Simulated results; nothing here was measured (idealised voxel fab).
The process module that follows is named voxel ribs on slabs.
The width of the displayed cross-section, cut, is 285 nm; its cells are square, with a size of 5 nm.
Each cross-section below is a grid of square cells, stated as bands in top-down order, with one or more rows of cells making up each band.
In this notation a band is specified by the heights of its top and bottom, in that order and in nm, after which its materials appear from left to right, each paired with its width in nm. The word "throughout" attached to a single material means that material fills the band from edge to edge; the word "empty" stands for empty space.
A quick word on heights: they are counted from 0, and under that level the wafer as it came to us is one material throughout. The lowest band is different from the rest in having no bottom; it simply continues downward, written as in "0 down".
When a width is written as two numbers, as in "30 to 40", the first number is the width in the top row of cells of the band and the second is the width in its bottom row, and the width changes by the same amount from each row to the next.
Step marked "nothing altered"? Then no cell in the cross-section changed in it.
This entry, "Listed closed voids", enumerates those empty regions of no fewer than 8 cells that possess no open connection to the top. Each region is reported in the form width x height at distance, the distance being taken from the left edge, with all three quantities expressed in nm.
Where a step's line continues beyond its settings, the continuation is a remark by the simulator itself on that step.
"overlay nm" denotes, for a step that has a mask, the displacement of the mask to the right of its planned place, with negative values corresponding to the left.

Here's what the planned process steps look like
- 1: RECEIVE: material Si
- 2: DIRECTIONAL_DEP: material SiO2, thk nm 25
- 3: DIRECTIONAL_DEP: material SiN, thk nm 15
- 4: PATTERN: tone cover, mask id RIB, material resist, width nm 30, thk nm 15, overlay nm 0
- 5: DIRECTIONAL_ETCH: etch materials SiN, depth nm 10
- 6: STRIP: etch materials resist
- 7: MASKED_ETCH: tone cover, mask id SLAB, width nm 70, etch materials SiN, depth nm 5, overlay nm 0
- 8: FILL_DEP: material SiO2, thk nm 25
- 9: CMP: height nm 60
- 10: DIRECTIONAL_DEP: material TiN, thk nm 10
- 11: DIRECTIONAL_DEP: material aC, thk nm 10
- 12: PATTERN: tone cover, mask id HEATER, material resist, width nm 40, thk nm 30, overlay nm 0
- 13: DIRECTIONAL_ETCH: etch materials aC, depth nm 10
- 14: STRIP: etch materials resist
- 15: DIRECTIONAL_ETCH: etch materials TiN, depth nm 10
- 16: STRIP: etch materials aC
- 17: CONFORMAL_DEP: material SiN, thk nm 5

So this is the incoming wafer in cross-section - it's already been through step 1
* 0 down: Si throughout
* Listed closed voids: none

Looking at the first of two wafers in cross-section at end of module - ran to plan
* 75 to 70: empty 115 nm; SiN 50 nm; empty 120 nm
* 70 to 65: empty 115 nm; SiN 5 nm; TiN 40 nm; SiN 5 nm; empty 120 nm
* 65 to 60: SiN 120 nm; TiN 40 nm; SiN 125 nm
* 60 to 40: SiO2 throughout
* 40 to 30: SiO2 125 nm; SiN 30 nm; SiO2 130 nm
* 30 to 25: SiO2 105 nm; SiN 70 nm; SiO2 110 nm
* 25 to 0: SiO2 throughout
* 0 down: Si throughout
* Listed closed voids: none

Cross-sectional view: second of two wafers, end of module; start and plan identical to the first, one mistake in running
* 75 to 70: empty 115 nm; SiN 50 nm; empty 120 nm
* 70 to 65: empty 115 nm; SiN 5 nm; TiN 40 nm; SiN 5 nm; empty 120 nm
* 65 to 60: SiN 120 nm; TiN 40 nm; SiN 125 nm
* 60 to 35: SiO2 throughout
* 35 to 30: SiO2 125 nm; SiN 30 nm; SiO2 130 nm
* 30 to 25: SiN 105 nm; SiO2 20 nm; SiN 30 nm; SiO2 20 nm; SiN 110 nm
* 25 to 0: SiO2 throughout
* 0 down: Si throughout
* Listed closed voids: none
Run error: off-plan run, step 7, actual operation and settings MASKED_ETCH: tone open, mask id SLAB, width nm 70, etch materials SiN, depth nm 5, overlay nm 0
Counted in cells at the end, the second wafer holds more or fewer of these materials than the first: SiN: 29 more | SiO2: 29 fewer
